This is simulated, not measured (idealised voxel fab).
Process module, titled voxel air gaps
We display cut, a cross-section 285 nm in width whose square cells are each 5 nm.
A cross-section is written here as square cells arranged in a grid, and it is given in bands from the top down, each band taking up one or more rows of cells.
Top height, bottom height, nm. Materials left to right, width each, nm. Single material + "all across" = fills band edge to edge. "air" = empty.
Heights are reckoned from 0. Under this level, the received wafer is all of one material. The bottommost band is open-ended downward, for example "z 0 and below".
Quick explanation for "30..40": the width changes in equal steps down the rows of cells, from the first number in the band's top row to the second number in its bottom row.
Where the words "changes: none" appear for a step, the cross-section shows no cell changed by that step; every cell remained as before.
"Enclosed void catalog" contains a list of empty spaces, each no smaller than 8 cells and without an open way to the top, written in the form width x height at distance with the distance from the left edge and all three in nm.
Anything after a step's settings on that line? It's the simulator's own note about the step.
The setting "overlay nm" may be written on the line of a step. When the step uses a mask, the value reports how far to the right of the planned place the mask lay, and a negative value reports that it lay to the left.
Steps planned for the process:
| 1 | RECEIVE: material Si |
| 2 | CONFORMAL_DEP: material SiO2, thk nm 10 |
| 3 | CONFORMAL_DEP: material SiN, thk nm 5 |
| 4 | DIRECTIONAL_DEP: material SiO2, thk nm 40 |
| 5 | DIRECTIONAL_DEP: material aC, thk nm 10 |
| 6 | PATTERN: tone open, mask id LINES, material resist, width nm 15, pitch nm 50, thk nm 30, overlay nm 0 |
| 7 | DIRECTIONAL_ETCH: etch materials aC, depth nm 10 |
| 8 | STRIP: etch materials resist |
| 9 | DIRECTIONAL_ETCH: etch materials SiO2, depth nm 40 |
| 10 | STRIP: etch materials aC |
| 11 | CONFORMAL_DEP: material TiN, thk nm 5 |
| 12 | FILL_DEP: material W, thk nm 10 |
| 13 | CMP: height nm 55 |
| 14 | EPI: material Ru, thk nm 10 |
| 15 | SELECTIVE_ETCH: etch materials SiO2, depth nm 50 |
| 16 | CONFORMAL_DEP: material SiN, thk nm 5 |
Split variable: width nm, step 6. Plan value = first wafer. Wafers start alike.
The first of several wafers in cross-section, exactly as it reached us after step 1:
  z 0 and below = Si all across
  Enclosed void catalog: none
Basically each wafer gets a line in the table, showing it at the end of the module: material by material, the cells it gained (+) or lost (-) since we got it, then its closed voids:
width nm 15; +42 Ru; +198 SiN; +114 SiO2; +51 TiN; +21 W; Enclosed void catalog: none
width nm 20; +48 Ru; +198 SiN; +114 SiO2; +54 TiN; +42 W; Enclosed void catalog: 20 x 30 at 110; 20 x 30 at 160
width nm 25; +54 Ru; +190 SiN; +114 SiO2; +57 TiN; +63 W; Enclosed void catalog: 15 x 30 at 110; 15 x 30 at 160
width nm 30; +60 Ru; +142 SiN; +178 SiO2; +60 TiN; +84 W; Enclosed void catalog: none
width nm 35; +62 Ru; +142 SiN; +162 SiO2; +63 TiN; +105 W; Enclosed void catalog: none
